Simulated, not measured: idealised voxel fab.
process module | voxel gate over fins
cross-section cut | 295 nm wide | cells 5 nm
A cross-section is a grid of square cells, given in bands from the top down. A band is one or more rows of cells.
Each band's line starts with the height of the band's top and of its bottom, in nm. Then come its materials from left to right, each with its width in nm. One material with "throughout" fills the band from edge to edge. "air" is empty space.
Height 0 is the level under which the wafer as received is all one material. The lowest band goes on downwards, as in "0 down".
A width such as "30 to 40" changes by the same amount from each row of cells to the next, from the band's top row to its bottom row.
"no change" after a step means that no cell of the cross-section changed.
closed voids: empty space of 8 cells or more with no open way to the top, each as width x height at its distance from the left edge, in nm
after a step's settings: what the simulator itself notes on the step
overlay nm, on a step with a mask: how far to the right of its planned place the mask lay; to the left if negative
plan
1 op RECEIVE | material Si
2 op CONFORMAL_DEP | material SiN | thk nm 5
3 op PATTERN | tone cover | mask id FINS | material resist | width nm 15 | pitch nm 35 | thk nm 15 | overlay nm 0
4 op DIRECTIONAL_ETCH | etch materials SiN | depth nm 5
5 op DIRECTIONAL_ETCH | etch materials Si | depth nm 40
6 op STRIP | etch materials resist
7 op FILL_DEP | material SiO2 | thk nm 5
8 op CMP | height nm -5
9 op SELECTIVE_ETCH | etch materials SiO2 | depth nm 20
10 op STRIP | etch materials SiN
11 op CONFORMAL_DEP | material HfO2 | thk nm 5
12 op CONFORMAL_DEP | material TiN | thk nm 5
13 op CONFORMAL_DEP | material TiAl | thk nm 5
14 op CONFORMAL_DEP | material TiN | thk nm 5
15 op FILL_DEP | material W | thk nm 15
16 op CMP | height nm 30
17 op CONFORMAL_DEP | material SiCN | thk nm 10
varied across the wafers: height nm of step 8. The plan shows the first wafer's value. All wafers start alike
first wafer as received, after step 1
  0 down: Si throughout
  closed voids: none
first wafer at the end, after step 17
  40 to 30: SiCN throughout
  30 to 15: W throughout
  15 to 10: W 65 | TiN 160 | W 70
  10 to 5: W 65 | TiN 5 | TiAl 150 | TiN 5 | W 70
  5 to 0: W 65 | TiN 5 | TiAl 5 | TiN 140 | TiAl 5 | TiN 5 | W 70
  0 to -5: W 65 | TiN 5 | TiAl 5 | TiN 5 | HfO2 25 | TiN 10 | HfO2 25 | TiN 10 | HfO2 25 | TiN 10 | HfO2 25 | TiN 5 | TiAl 5 | TiN 5 | W 70
  -5 to -10: TiN 70 | TiAl 5 | TiN 5 | HfO2 5 | Si 15 | HfO2 5 | TiN 10 | HfO2 5 | Si 15 | HfO2 5 | TiN 10 | HfO2 5 | Si 15 | HfO2 5 | TiN 10 | HfO2 5 | Si 15 | HfO2 5 | TiN 5 | TiAl 5 | TiN 75
  -10 to -15: TiAl 75 | TiN 5 | HfO2 5 | Si 15 | HfO2 5 | TiN 10 | HfO2 5 | Si 15 | HfO2 5 | TiN 10 | HfO2 5 | Si 15 | HfO2 5 | TiN 10 | HfO2 5 | Si 15 | HfO2 5 | TiN 5 | TiAl 80
  -15 to -20: TiN 80 | HfO2 5 | Si 15 | HfO2 5 | TiN 10 | HfO2 5 | Si 15 | HfO2 5 | TiN 10 | HfO2 5 | Si 15 | HfO2 5 | TiN 10 | HfO2 5 | Si 15 | HfO2 5 | TiN 85
  -20 to -25: HfO2 85 | Si 15 | HfO2 20 | Si 15 | HfO2 20 | Si 15 | HfO2 20 | Si 15 | HfO2 90
  -25 to -40: SiO2 85 | Si 15 | SiO2 20 | Si 15 | SiO2 20 | Si 15 | SiO2 20 | Si 15 | SiO2 90
  -40 down: Si throughout
  closed voids: none
last wafer at the end
  40 to 30: SiCN throughout
  30 to 20: W throughout
  20 to 15: W 65 | TiN 160 | W 70
  15 to 10: W 65 | TiN 5 | TiAl 150 | TiN 5 | W 70
  10 to 5: TiN 70 | TiAl 5 | TiN 140 | TiAl 5 | TiN 75
  5 to 0: TiAl 75 | TiN 5 | HfO2 25 | TiN 10 | HfO2 25 | TiN 10 | HfO2 25 | TiN 10 | HfO2 25 | TiN 5 | TiAl 80
  0 to -5: TiN 80 | HfO2 5 | Si 15 | HfO2 5 | TiN 10 | HfO2 5 | Si 15 | HfO2 5 | TiN 10 | HfO2 5 | Si 15 | HfO2 5 | TiN 10 | HfO2 5 | Si 15 | HfO2 5 | TiN 85
  -5 to -10: HfO2 85 | Si 15 | HfO2 20 | Si 15 | HfO2 20 | Si 15 | HfO2 20 | Si 15 | HfO2 90
  -10 to -40: SiO2 85 | Si 15 | SiO2 20 | Si 15 | SiO2 20 | Si 15 | SiO2 20 | Si 15 | SiO2 90
  -40 down: Si throughout
  closed voids: none
each wafer at the end: cells of each material gained (+) or lost (-) since it was received, then its closed voids
height nm -5 | +91 HfO2 | -388 Si | +118 SiCN | +141 SiO2 | +67 TiAl | +158 TiN | +285 W | closed voids: none
height nm 0 | +91 HfO2 | -376 Si | +118 SiCN | +188 SiO2 | +67 TiAl | +158 TiN | +226 W | closed voids: none
height nm 5 | +83 HfO2 | -376 Si | +118 SiCN | +235 SiO2 | +65 TiAl | +148 TiN | +199 W | closed voids: none
height nm 10 | +75 HfO2 | -376 Si | +118 SiCN | +282 SiO2 | +63 TiAl | +138 TiN | +172 W | closed voids: none
